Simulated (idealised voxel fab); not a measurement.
The name of this process module is voxel trench capacitor.
In the cross-section labelled cut, the width is 285 nm and each square cell is 5 nm.
If you're reading a cross-section in this doc, picture square cells in a grid; it comes to you as bands, top ones listed first down to the bottom, and a band can be one or more rows of cells. Quick guide to a band line: top height, bottom height (nm) up front; then every material left to right with its width in nm. Only one material and it's marked "throughout"? Then it fills the band edge to edge. And "blank" just means empty space. Height reference: 0 = level under which incoming wafer is all one material. Lowest band: no bottom, runs on downward, e.g. "0 nm and below". Width "30 to 40": first value at the band's top row of cells, second value at its bottom row, equal change from row to row. Take "no alterations made" at face value: in the step it is given for, the cross-section changed in none of its cells. Enclosed voids (no open way to top), threshold 8 cells or more, entry "Enclosed void catalog", notation width x height at distance, distance from left edge, nm. What comes after the settings on a step's line is commentary from the simulator itself on that step. overlay nm: right-of-plan distance of the mask on a masked step; negative values mean left-of-plan.

## Planned process steps
1. RECEIVE, material Si
2. CONFORMAL_DEP, material SiN, thk nm 10
3. DIRECTIONAL_DEP, material aC, thk nm 10
4. PATTERN, tone open, mask id TRENCH, material resist, width nm 15, pitch nm 50, thk nm 30, overlay nm 0
5. DIRECTIONAL_ETCH, etch materials aC, depth nm 10
6. STRIP, etch materials resist
7. DIRECTIONAL_ETCH, etch materials SiN, depth nm 10
8. DIRECTIONAL_ETCH, etch materials Si, depth nm 30
9. STRIP, etch materials aC
10. CONFORMAL_DEP, material SiO2, thk nm 5
11. FILL_DEP, material polySi, thk nm 10
12. CMP, height nm 10
For this document, wafers share an identical start and vary in the step 4 width nm; the plan quotes the first wafer's value.

## The first of several wafers as received, shown in cross-section; this is its state after step 1
	0 nm and below | Si throughout
	Enclosed void catalog: none

## Module end state after final step 12: cross-section of the first of several wafers
	10 nm to 0 nm | SiN (110); SiO2 (5); polySi (5); SiO2 (5); SiN (35); SiO2 (5); polySi (5); SiO2 (5); SiN (110)
	0 nm to -25 nm | Si (110); SiO2 (5); polySi (5); SiO2 (5); Si (35); SiO2 (5); polySi (5); SiO2 (5); Si (110)
	-25 nm to -30 nm | Si (110); SiO2 (15); Si (35); SiO2 (15); Si (110)
	-30 nm and below | Si throughout
	Enclosed void catalog: none

## So this is the cross-section on the last wafer at the end of the module
	10 nm to 0 nm | SiN (100); SiO2 (5); polySi (25); SiO2 (5); SiN (15); SiO2 (5); polySi (25); SiO2 (5); SiN (100)
	0 nm to -25 nm | Si (100); SiO2 (5); polySi (25); SiO2 (5); Si (15); SiO2 (5); polySi (25); SiO2 (5); Si (100)
	-25 nm to -30 nm | Si (100); SiO2 (35); Si (15); SiO2 (35); Si (100)
	-30 nm and below | Si throughout
	Enclosed void catalog: none

## wafer rows; end of module; cells per material since receipt: (+) gained, (-) lost; then closed voids
width nm 15, -36 Si, +102 SiN, +34 SiO2, +14 polySi, Enclosed void catalog: none
width nm 20, -48 Si, +98 SiN, +36 SiO2, +28 polySi, Enclosed void catalog: none
width nm 25, -60 Si, +94 SiN, +38 SiO2, +42 polySi, Enclosed void catalog: none
width nm 30, -72 Si, +90 SiN, +40 SiO2, +56 polySi, Enclosed void catalog: none
width nm 35, -84 Si, +86 SiN, +42 SiO2, +70 polySi, Enclosed void catalog: none
